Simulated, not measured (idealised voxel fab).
process module | voxel self aligned vias
cross-section cut | 180 nm wide | cells 5 nm
A cross-section is a grid of square cells, given in bands from the top down. A band is one or more rows of cells.
Each band's line starts with the height of the band's top and of its bottom, in nm. Then come its materials from left to right, each with its width in nm. One material with "throughout" fills the band from edge to edge. "air" is empty space.
Height 0 is the level under which the wafer as received is all one material. The lowest band goes on downwards, as in "0 down".
A width such as "30 to 40" changes by the same amount from each row of cells to the next, from the band's top row to its bottom row.
"no change" after a step means that no cell of the cross-section changed.
closed voids: empty space of 8 cells or more with no open way to the top, each as width x height at its distance from the left edge, in nm
after a step's settings: what the simulator itself notes on the step
overlay nm, on a step with a mask: how far to the right of its planned place the mask lay; to the left if negative
plan
1 op RECEIVE | material Si
2 op CONFORMAL_DEP | material SiO2 | thk nm 15
3 op CONFORMAL_DEP | material SiCN | thk nm 5
4 op DIRECTIONAL_DEP | material SiO2 | thk nm 25
5 op PATTERN | tone open | mask id LINES | material resist | width nm 20 | pitch nm 70 | thk nm 20 | overlay nm 0
6 op DIRECTIONAL_ETCH | etch materials SiO2 | depth nm 25
7 op STRIP | etch materials resist
8 op CONFORMAL_DEP | material TiN | thk nm 5
9 op FILL_DEP | material Ru | thk nm 5
10 op CMP | height nm 45
11 op SELECTIVE_ETCH | etch materials W Ru TiN | depth nm 5
12 op FILL_DEP | material SiN | thk nm 5
13 op CMP | height nm 45
14 op DIRECTIONAL_DEP | material SiO2 | thk nm 15
15 op PATTERN | tone open | mask id VIAS | material resist | width nm 40 | pitch nm 70 | thk nm 20 | overlay nm 0
16 op DIRECTIONAL_ETCH | etch materials SiO2 | depth nm 15
17 op DIRECTIONAL_ETCH | etch materials SiN | depth nm 5
18 op STRIP | etch materials resist
19 op CONFORMAL_DEP | material TiN | thk nm 5
20 op FILL_DEP | material Cu | thk nm 10
21 op CMP | height nm 60
22 op CONFORMAL_DEP | material SiN | thk nm 5
first wafer, as planned
as received, after step 1
  0 down: Si throughout
  closed voids: none
after step 2
  15 to 0: SiO2 throughout
  below 0: unchanged
after step 3
  20 to 15: SiCN throughout
  below 15: unchanged
after step 4
  45 to 20: SiO2 throughout
  below 20: unchanged
after step 5
  65 to 45: resist 45 | air 20 | resist 50 | air 20 | resist 45
  below 45: unchanged
after step 6
  65 to 45: resist 45 | air 20 | resist 50 | air 20 | resist 45
  45 to 20: SiO2 45 | air 20 | SiO2 50 | air 20 | SiO2 45
  below 20: unchanged
after step 7
  45 to 20: SiO2 45 | air 20 | SiO2 50 | air 20 | SiO2 45
  below 20: unchanged
after step 8
  50 to 45: TiN 50 | air 10 | TiN 60 | air 10 | TiN 50
  45 to 25: SiO2 45 | TiN 5 | air 10 | TiN 5 | SiO2 50 | TiN 5 | air 10 | TiN 5 | SiO2 45
  25 to 20: SiO2 45 | TiN 20 | SiO2 50 | TiN 20 | SiO2 45
  below 20: unchanged
after step 9
  55 to 50: Ru throughout
  50 to 45: TiN 50 | Ru 10 | TiN 60 | Ru 10 | TiN 50
  45 to 25: SiO2 45 | TiN 5 | Ru 10 | TiN 5 | SiO2 50 | TiN 5 | Ru 10 | TiN 5 | SiO2 45
  below 25: unchanged
after step 10
  45 to 25: SiO2 45 | TiN 5 | Ru 10 | TiN 5 | SiO2 50 | TiN 5 | Ru 10 | TiN 5 | SiO2 45
  below 25: unchanged
after step 11
  45 to 40: SiO2 45 | air 20 | SiO2 50 | air 20 | SiO2 45
  below 40: unchanged
after step 12
  50 to 45: SiN throughout
  45 to 40: SiO2 45 | SiN 20 | SiO2 50 | SiN 20 | SiO2 45
  below 40: unchanged
after step 13
  45 to 40: SiO2 45 | SiN 20 | SiO2 50 | SiN 20 | SiO2 45
  below 40: unchanged
after step 14
  60 to 45: SiO2 throughout
  below 45: unchanged
after step 15
  80 to 60: resist 35 | air 40 | resist 30 | air 40 | resist 35
  below 60: unchanged
after step 16
  80 to 60: resist 35 | air 40 | resist 30 | air 40 | resist 35
  60 to 45: SiO2 35 | air 40 | SiO2 30 | air 40 | SiO2 35
  below 45: unchanged
after step 17
  80 to 60: resist 35 | air 40 | resist 30 | air 40 | resist 35
  60 to 45: SiO2 35 | air 40 | SiO2 30 | air 40 | SiO2 35
  45 to 40: SiO2 45 | air 20 | SiO2 50 | air 20 | SiO2 45
  below 40: unchanged
after step 18
  60 to 45: SiO2 35 | air 40 | SiO2 30 | air 40 | SiO2 35
  below 45: unchanged
after step 19
  65 to 60: TiN 40 | air 30 | TiN 40 | air 30 | TiN 40
  60 to 50: SiO2 35 | TiN 5 | air 30 | TiN 5 | SiO2 30 | TiN 5 | air 30 | TiN 5 | SiO2 35
  50 to 45: SiO2 35 | TiN 15 | air 10 | TiN 15 | SiO2 30 | TiN 15 | air 10 | TiN 15 | SiO2 35
  45 to 40: SiO2 45 | TiN 20 | SiO2 50 | TiN 20 | SiO2 45
  below 40: unchanged
after step 20
  75 to 65: Cu throughout
  65 to 60: TiN 40 | Cu 30 | TiN 40 | Cu 30 | TiN 40
  60 to 50: SiO2 35 | TiN 5 | Cu 30 | TiN 5 | SiO2 30 | TiN 5 | Cu 30 | TiN 5 | SiO2 35
  50 to 45: SiO2 35 | TiN 15 | Cu 10 | TiN 15 | SiO2 30 | TiN 15 | Cu 10 | TiN 15 | SiO2 35
  below 45: unchanged
after step 21
  60 to 50: SiO2 35 | TiN 5 | Cu 30 | TiN 5 | SiO2 30 | TiN 5 | Cu 30 | TiN 5 | SiO2 35
  below 50: unchanged
after step 22
  65 to 60: SiN throughout
  below 60: unchanged
second wafer: like start, like plan, one mistake. Through step 14 it matches the first wafer
when step 15 should have ended
  80 to 60: air 35 | resist 40 | air 30 | resist 40 | air 35
  below 60: unchanged
when step 16 should have ended
  80 to 60: air 35 | resist 40 | air 30 | resist 40 | air 35
  60 to 45: air 35 | SiO2 40 | air 30 | SiO2 40 | air 35
  below 45: unchanged
when step 17 should have ended: no change
when step 18 should have ended
  60 to 45: air 35 | SiO2 40 | air 30 | SiO2 40 | air 35
  below 45: unchanged
when step 19 should have ended
  65 to 60: air 30 | TiN 50 | air 20 | TiN 50 | air 30
  60 to 50: air 30 | TiN 5 | SiO2 40 | TiN 5 | air 20 | TiN 5 | SiO2 40 | TiN 5 | air 30
  50 to 45: TiN 35 | SiO2 40 | TiN 30 | SiO2 40 | TiN 35
  below 45: unchanged
when step 20 should have ended
  75 to 65: Cu throughout
  65 to 60: Cu 30 | TiN 50 | Cu 20 | TiN 50 | Cu 30
  60 to 50: Cu 30 | TiN 5 | SiO2 40 | TiN 5 | Cu 20 | TiN 5 | SiO2 40 | TiN 5 | Cu 30
  below 50: unchanged
when step 21 should have ended
  60 to 50: Cu 30 | TiN 5 | SiO2 40 | TiN 5 | Cu 20 | TiN 5 | SiO2 40 | TiN 5 | Cu 30
  below 50: unchanged
when step 22 should have ended
  65 to 60: SiN throughout
  below 60: unchanged
what went wrong: step 15 ran as: op PATTERN | tone cover | mask id VIAS | material resist | width nm 40 | pitch nm 70 | thk nm 20 | overlay nm 0
at the end the second wafer has, in cells: 4 more of Cu | 8 more of SiN | 12 fewer of SiO2
